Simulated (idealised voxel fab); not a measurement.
A process module follows: voxel self aligned vias.
Shown is cross-section cut, with a width of 295 nm and square cells of size 5 nm.
A cross-section is written here as square cells arranged in a grid, and it is given in bands from the top down, each band taking up one or more rows of cells. Band: top and bottom heights (nm) first, top before bottom; then materials from left to right, widths in nm. "edge to edge" marks a sole material filling the band edge to edge. "empty" denotes empty space. Height reference: 0 = level under which incoming wafer is all one material. Lowest band: no bottom, runs on downward, e.g. "0..down". A width given as "30->40" starts at the first number in the band's top row and ends at the second number in its bottom row, shifting by an equal amount at every step from row to row. Basically "no modification" means that step didn't change any cell in the cross-section. What "Closed internal cavities" gives you is every empty space of 8 cells or more that is cut off from the top. Each appears as width x height at distance, with the distance taken from the left edge and width, height and distance all in nm. Past the settings on a step's line: simulator remark, on that step. overlay nm: where the mask lay relative to plan, measured to the right, on steps with a mask; negatives go left.

**Process steps - plan**
1 RECEIVE | material Si
2 CONFORMAL_DEP | material SiO2 | thk nm 15
3 CONFORMAL_DEP | material SiCN | thk nm 5
4 DIRECTIONAL_DEP | material lowk | thk nm 25
5 MASKED_ETCH | tone open | mask id LINES | width nm 20 | pitch nm 70 | etch materials lowk | depth nm 25 | overlay nm -15
6 CONFORMAL_DEP | material TiN | thk nm 5
7 FILL_DEP | material W | thk nm 10
8 CMP | height nm 45
9 SELECTIVE_ETCH | etch materials W Ru TiN | depth nm 10
10 FILL_DEP | material SiN | thk nm 5
11 CMP | height nm 45
12 DIRECTIONAL_DEP | material lowk | thk nm 20
13 DIRECTIONAL_DEP | material aC | thk nm 15
14 PATTERN | tone open | mask id VIAS | material resist | width nm 40 | pitch nm 70 | thk nm 35 | overlay nm 0
15 DIRECTIONAL_ETCH | etch materials aC | depth nm 15
16 STRIP | etch materials resist
17 DIRECTIONAL_ETCH | etch materials lowk | depth nm 20
18 DIRECTIONAL_ETCH | etch materials SiN | depth nm 10
19 STRIP | etch materials aC
20 CONFORMAL_DEP | material TiN | thk nm 5
21 FILL_DEP | material Cu | thk nm 10
22 CMP | height nm 65
23 CONFORMAL_DEP | material SiCN | thk nm 5
Split variable: overlay nm, step 5. Plan value = first wafer. Wafers start alike.

**Cross-section of the first of several wafers as received (after step 1)**
* 0..down | Si edge to edge
* Closed internal cavities: none

**The first of several wafers, seen in cross-section after the module's last step, step 23**
* 70..65 | SiCN edge to edge
* 65..50 | lowk=55, TiN=5, Cu=30, TiN=5, lowk=30, TiN=5, Cu=30, TiN=5, lowk=30, TiN=5, Cu=30, TiN=5, lowk=60
* 50..45 | lowk=55, TiN=5, Cu=5, TiN=30, lowk=30, TiN=5, Cu=5, TiN=30, lowk=30, TiN=5, Cu=5, TiN=30, lowk=60
* 45..40 | lowk=50, SiN=5, TiN=5, Cu=5, TiN=5, lowk=50, SiN=5, TiN=5, Cu=5, TiN=5, lowk=50, SiN=5, TiN=5, Cu=5, TiN=5, lowk=85
* 40..35 | lowk=50, SiN=5, TiN=15, lowk=50, SiN=5, TiN=15, lowk=50, SiN=5, TiN=15, lowk=85
* 35..25 | lowk=50, TiN=5, W=10, TiN=5, lowk=50, TiN=5, W=10, TiN=5, lowk=50, TiN=5, W=10, TiN=5, lowk=85
* 25..20 | lowk=50, TiN=20, lowk=50, TiN=20, lowk=50, TiN=20, lowk=85
* 20..15 | SiCN edge to edge
* 15..0 | SiO2 edge to edge
* 0..down | Si edge to edge
* Closed internal cavities: none

**A cross-section through the last wafer at the close of the module**
* 70..65 | SiCN edge to edge
* 65..50 | lowk=55, TiN=5, Cu=30, TiN=5, lowk=30, TiN=5, Cu=30, TiN=5, lowk=30, TiN=5, Cu=30, TiN=5, lowk=60
* 50..45 | lowk=55, TiN=30, Cu=5, TiN=5, lowk=30, TiN=30, Cu=5, TiN=5, lowk=30, TiN=30, Cu=5, TiN=5, lowk=60
* 45..40 | lowk=80, TiN=5, Cu=5, TiN=5, SiN=5, lowk=50, TiN=5, Cu=5, TiN=5, SiN=5, lowk=50, TiN=5, Cu=5, TiN=5, SiN=5, lowk=55
* 40..35 | lowk=80, TiN=15, SiN=5, lowk=50, TiN=15, SiN=5, lowk=50, TiN=15, SiN=5, lowk=55
* 35..25 | lowk=80, TiN=5, W=10, TiN=5, lowk=50, TiN=5, W=10, TiN=5, lowk=50, TiN=5, W=10, TiN=5, lowk=55
* 25..20 | lowk=80, TiN=20, lowk=50, TiN=20, lowk=50, TiN=20, lowk=55
* 20..15 | SiCN edge to edge
* 15..0 | SiO2 edge to edge
* 0..down | Si edge to edge
* Closed internal cavities: none

**each wafer at the end: cells of each material gained (+) or lost (-) since it was received, then its closed voids**
overlay nm -15; +60 Cu; +118 SiCN; +6 SiN; +177 SiO2; +78 TiN; +12 W; +375 lowk; Closed internal cavities: none
overlay nm -10; +66 Cu; +118 SiCN; +177 SiO2; +78 TiN; +12 W; +375 lowk; Closed internal cavities: none
overlay nm -5; +66 Cu; +118 SiCN; +177 SiO2; +78 TiN; +12 W; +375 lowk; Closed internal cavities: none
overlay nm 0; +66 Cu; +118 SiCN; +177 SiO2; +78 TiN; +12 W; +375 lowk; Closed internal cavities: none
overlay nm 5; +66 Cu; +118 SiCN; +177 SiO2; +78 TiN; +12 W; +375 lowk; Closed internal cavities: none
overlay nm 10; +66 Cu; +118 SiCN; +177 SiO2; +78 TiN; +12 W; +375 lowk; Closed internal cavities: none
overlay nm 15; +60 Cu; +118 SiCN; +6 SiN; +177 SiO2; +78 TiN; +12 W; +375 lowk; Closed internal cavities: none
